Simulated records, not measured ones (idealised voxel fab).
Herein follows the process module entitled voxel local oxidation.
Xsec cut, 225 nm wide, square cell size 5 nm.
A cross-section is a grid of square cells, given in bands from the top down. A band is one or more rows of cells. This entry defines a band. It first specifies the height of the band's top and the height of its bottom in nm, and then specifies the band's materials from left to right, stating each material with its width in nm. The word "everywhere" identifies a single material that fills the band from edge to edge, while the word "air" identifies empty space. Height 0 is the level under which the wafer as received is all one material. The lowest band goes on downwards, as in "from 0 down". Read "30..40" as a graded width: first number on top, second number at the bottom, same change between each pair of neighbouring rows. A step reported as "nothing different" is a step in which no cell of the cross-section changed. "Closed void inventory" enumerates empty spaces isolated from the top, with no open way to it, that contain at least 8 cells, giving each as width x height at distance from the left edge, all three in nm. Where a step's line continues beyond its settings, the continuation is a remark by the simulator itself on that step. For masked steps, "overlay nm" on the step line gives how far right of plan the mask actually lay; a minus sign means it lay to the left.

This section lists the process steps that were planned
| 1 | RECEIVE [material Si] |
| 2 | OXIDIZE [depth nm 5] |
| 3 | CONFORMAL_DEP [material SiN] [thk nm 15] |
| 4 | MASKED_ETCH [tone cover] [mask id ACTIVE] [width nm 85] [etch materials SiN] [depth nm 15] [overlay nm 0] |
| 5 | SELECTIVE_ETCH [etch materials SiO2] [depth nm 5] |
| 6 | OXIDIZE [depth nm 15] |
| 7 | STRIP [etch materials SiN] |
Split variable: width nm, step 4. Plan value = first wafer. Wafers start alike.

First wafer as received, after step 1
- from 0 down = Si everywhere
- Closed void inventory: none

The following table contains a row per wafer, in which are reported, at the conclusion of the module, the cells of each material gained (+) or lost (-) since the wafer's receipt, with its closed voids given thereafter
width nm 85 | -153 Si | +123 SiO2 | Closed void inventory: none
width nm 90 | -150 Si | +121 SiO2 | Closed void inventory: none
width nm 95 | -147 Si | +119 SiO2 | Closed void inventory: none
width nm 100 | -144 Si | +117 SiO2 | Closed void inventory: none
width nm 105 | -141 Si | +115 SiO2 | Closed void inventory: none
width nm 110 | -138 Si | +113 SiO2 | Closed void inventory: none
